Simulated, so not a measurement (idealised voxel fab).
Proc. module: voxel transistor to metal
Xsec cut, 145 nm wide, square cell size 5 nm.
Format of a cross-section: grid, square cells. Given as bands. Order: top down. Band: one or more rows of cells.
Band entry format. Leading values: height of top, height of bottom, nm. Remainder: materials in left-to-right order, each with its width in nm. Special words: "edge to edge" on a single material, which then fills the band edge to edge; "air", empty space.
Note: height 0 marks the level under which the wafer is uniformly one material as received. Lowest band unbounded below, written "z 0 and below".
You'd read "30->40" like this: the band's top row of cells is as wide as the first number, its bottom row is as wide as the second, and going down, every row changes width by the same amount as the row before did.
"nothing got changed" after a step means that no cell of the cross-section changed.
In "Enclosed empty spaces" the enclosed voids are listed, meaning empty spaces of 8 cells or larger without any opening to the top. The form is width x height at distance, distance from the left edge, units nm.
Heads up: the bit after the settings on a step's line is the simulator's remark on that step.
For masked steps, "overlay nm" on the step line gives how far right of plan the mask actually lay; a minus sign means it lay to the left.
-- Below is the list of planned process steps
1 RECEIVE (material Si)
2 OXIDIZE (depth nm 5)
3 CONFORMAL_DEP (material SiN; thk nm 10)
4 DIRECTIONAL_DEP (material aC; thk nm 10)
5 PATTERN (tone cover; mask id ACTIVE; material resist; width nm 105; thk nm 30; overlay nm 0)
6 DIRECTIONAL_ETCH (etch materials aC; depth nm 10)
7 STRIP (etch materials resist)
8 DIRECTIONAL_ETCH (etch materials SiN; depth nm 10)
9 DIRECTIONAL_ETCH (etch materials SiO2; depth nm 5)
10 DIRECTIONAL_ETCH (etch materials Si; depth nm 25)
11 STRIP (etch materials aC)
12 FILL_DEP (material SiO2; thk nm 5)
13 CMP (height nm 10)
14 SELECTIVE_ETCH (etch materials SiO2; depth nm 10)
15 STRIP (etch materials SiN)
16 SELECTIVE_ETCH (etch materials SiO2; depth nm 5)
17 OXIDIZE (depth nm 5)
18 DIRECTIONAL_DEP (material polySi; thk nm 30)
19 DIRECTIONAL_DEP (material SiCN; thk nm 10)
20 DIRECTIONAL_DEP (material aC; thk nm 15)
21 PATTERN (tone cover; mask id GATE; material resist; width nm 35; thk nm 30; overlay nm 0)
22 DIRECTIONAL_ETCH (etch materials aC; depth nm 15)
23 STRIP (etch materials resist)
24 DIRECTIONAL_ETCH (etch materials SiCN; depth nm 20)
25 DIRECTIONAL_ETCH (etch materials polySi; depth nm 40)
26 STRIP (etch materials aC)
27 CONFORMAL_DEP (material SiN; thk nm 5)
28 DIRECTIONAL_ETCH (etch materials SiN; depth nm 5)
29 DIRECTIONAL_ETCH (etch materials SiO2; depth nm 5)
30 DIRECTIONAL_ETCH (etch materials Si; depth nm 5)
31 EPI (material SiGe; thk nm 5)
32 FILL_DEP (material SiO2; thk nm 10)
33 CMP (height nm 25)
34 STRIP (etch materials polySi)
35 SELECTIVE_ETCH (etch materials SiO2; depth nm 5)
36 CONFORMAL_DEP (material HfO2; thk nm 5)
37 CONFORMAL_DEP (material TiN; thk nm 5)
38 FILL_DEP (material W; thk nm 5)
39 CMP (height nm 20)
40 DIRECTIONAL_DEP (material SiO2; thk nm 15)
41 DIRECTIONAL_DEP (material aC; thk nm 10)
42 PATTERN (tone open; mask id CONTACT; material resist; width nm 15; pitch nm 80; thk nm 30; overlay nm 0)
43 DIRECTIONAL_ETCH (etch materials aC; depth nm 10)
44 STRIP (etch materials resist)
45 DIRECTIONAL_ETCH (etch materials SiO2; depth nm 45)
46 STRIP (etch materials aC)
47 CONFORMAL_DEP (material TiN; thk nm 5)
48 FILL_DEP (material Ru; thk nm 5)
49 CMP (height nm 35)
50 CONFORMAL_DEP (material SiCN; thk nm 5)
51 DIRECTIONAL_DEP (material SiO2; thk nm 25)
52 MASKED_ETCH (tone open; mask id METAL_1; width nm 15; pitch nm 80; etch materials SiO2; depth nm 25; overlay nm -10)
53 MASKED_ETCH (tone open; mask id METAL_1; width nm 15; pitch nm 80; etch materials SiCN; depth nm 5; overlay nm 0)
54 CONFORMAL_DEP (material TiN; thk nm 5)
55 FILL_DEP (material Ru; thk nm 5)
56 CMP (height nm 65)
57 EPI (material Ru; thk nm 5)
58 FILL_DEP (material SiCN; thk nm 5)
Quick note for whoever runs this: the wafers start identical, but the overlay nm at step 52 isn't the same across them. The plan just shows what the first wafer had.
-- As received, i.e. after step 1: cross-section through the first of several wafers
  z 0 and below  Si edge to edge
  Enclosed empty spaces: none
-- Cross-section of the first of several wafers, taken after step 58, where the module ends
  z 75 to 70  SiCN edge to edge
  z 70 to 65  10 SiCN; 25 Ru; 55 SiCN; 25 Ru; 30 SiCN
  z 65 to 45  15 SiO2; 5 TiN; 5 Ru; 5 TiN; 65 SiO2; 5 TiN; 5 Ru; 5 TiN; 35 SiO2
  z 45 to 40  15 SiO2; 15 TiN; 65 SiO2; 15 TiN; 35 SiO2
  z 40 to 35  25 SiCN; 5 TiN; 75 SiCN; 5 TiN; 35 SiCN
  z 35 to 20  25 SiO2; 5 TiN; 5 Ru; 5 TiN; 65 SiO2; 5 TiN; 5 Ru; 5 TiN; 25 SiO2
  z 20 to 0  25 SiO2; 5 TiN; 5 Ru; 5 TiN; 10 SiO2; 5 SiN; 5 HfO2; 5 TiN; 15 W; 5 TiN; 5 HfO2; 5 SiN; 10 SiO2; 5 TiN; 5 Ru; 5 TiN; 25 SiO2
  z 0 to -5  25 SiO2; 5 TiN; 5 Ru; 5 TiN; 10 SiO2; 5 SiN; 5 HfO2; 25 TiN; 5 HfO2; 5 SiN; 10 SiO2; 5 TiN; 5 Ru; 5 TiN; 25 SiO2
  z -5 to -10  25 SiO2; 15 TiN; 5 SiO2; 5 SiGe; 45 HfO2; 5 SiGe; 5 SiO2; 15 TiN; 25 SiO2
  z -10 to -15  20 SiO2; 30 SiGe; 45 Si; 30 SiGe; 20 SiO2
  z -15 to -30  20 SiO2; 105 Si; 20 SiO2
  z -30 and below  Si edge to edge
  Enclosed empty spaces: none
-- Last wafer x-sec, end of module
  z 75 to 70  SiCN edge to edge
  z 70 to 65  30 SiCN; 25 Ru; 55 SiCN; 25 Ru; 10 SiCN
  z 65 to 45  35 SiO2; 5 TiN; 5 Ru; 5 TiN; 65 SiO2; 5 TiN; 5 Ru; 5 TiN; 15 SiO2
  z 45 to 40  35 SiO2; 15 TiN; 65 SiO2; 15 TiN; 15 SiO2
  z 40 to 35  35 SiCN; 5 TiN; 75 SiCN; 5 TiN; 25 SiCN
  z 35 to 20  25 SiO2; 5 TiN; 5 Ru; 5 TiN; 65 SiO2; 5 TiN; 5 Ru; 5 TiN; 25 SiO2
  z 20 to 0  25 SiO2; 5 TiN; 5 Ru; 5 TiN; 10 SiO2; 5 SiN; 5 HfO2; 5 TiN; 15 W; 5 TiN; 5 HfO2; 5 SiN; 10 SiO2; 5 TiN; 5 Ru; 5 TiN; 25 SiO2
  z 0 to -5  25 SiO2; 5 TiN; 5 Ru; 5 TiN; 10 SiO2; 5 SiN; 5 HfO2; 25 TiN; 5 HfO2; 5 SiN; 10 SiO2; 5 TiN; 5 Ru; 5 TiN; 25 SiO2
  z -5 to -10  25 SiO2; 15 TiN; 5 SiO2; 5 SiGe; 45 HfO2; 5 SiGe; 5 SiO2; 15 TiN; 25 SiO2
  z -10 to -15  20 SiO2; 30 SiGe; 45 Si; 30 SiGe; 20 SiO2
  z -15 to -30  20 SiO2; 105 Si; 20 SiO2
  z -30 and below  Si edge to edge
  Enclosed empty spaces: none
-- Heads up, this table goes wafer by wafer. A row tells you, at the end of the module, how many cells of each material that wafer has put on (+) or dropped (-) since it was received, and then its closed voids
overlay nm -10, +19 HfO2, +34 Ru, -102 Si, +75 SiCN, +14 SiGe, +10 SiN, +298 SiO2, +75 TiN, +12 W, Enclosed empty spaces: none
overlay nm -5, +19 HfO2, +34 Ru, -102 Si, +73 SiCN, +14 SiGe, +10 SiN, +298 SiO2, +77 TiN, +12 W, Enclosed empty spaces: none
overlay nm 0, +19 HfO2, +36 Ru, -102 Si, +71 SiCN, +14 SiGe, +10 SiN, +298 SiO2, +77 TiN, +12 W, Enclosed empty spaces: none
overlay nm 5, +19 HfO2, +34 Ru, -102 Si, +73 SiCN, +14 SiGe, +10 SiN, +298 SiO2, +77 TiN, +12 W, Enclosed empty spaces: none
overlay nm 10, +19 HfO2, +34 Ru, -102 Si, +75 SiCN, +14 SiGe, +10 SiN, +298 SiO2, +75 TiN, +12 W, Enclosed empty spaces: none
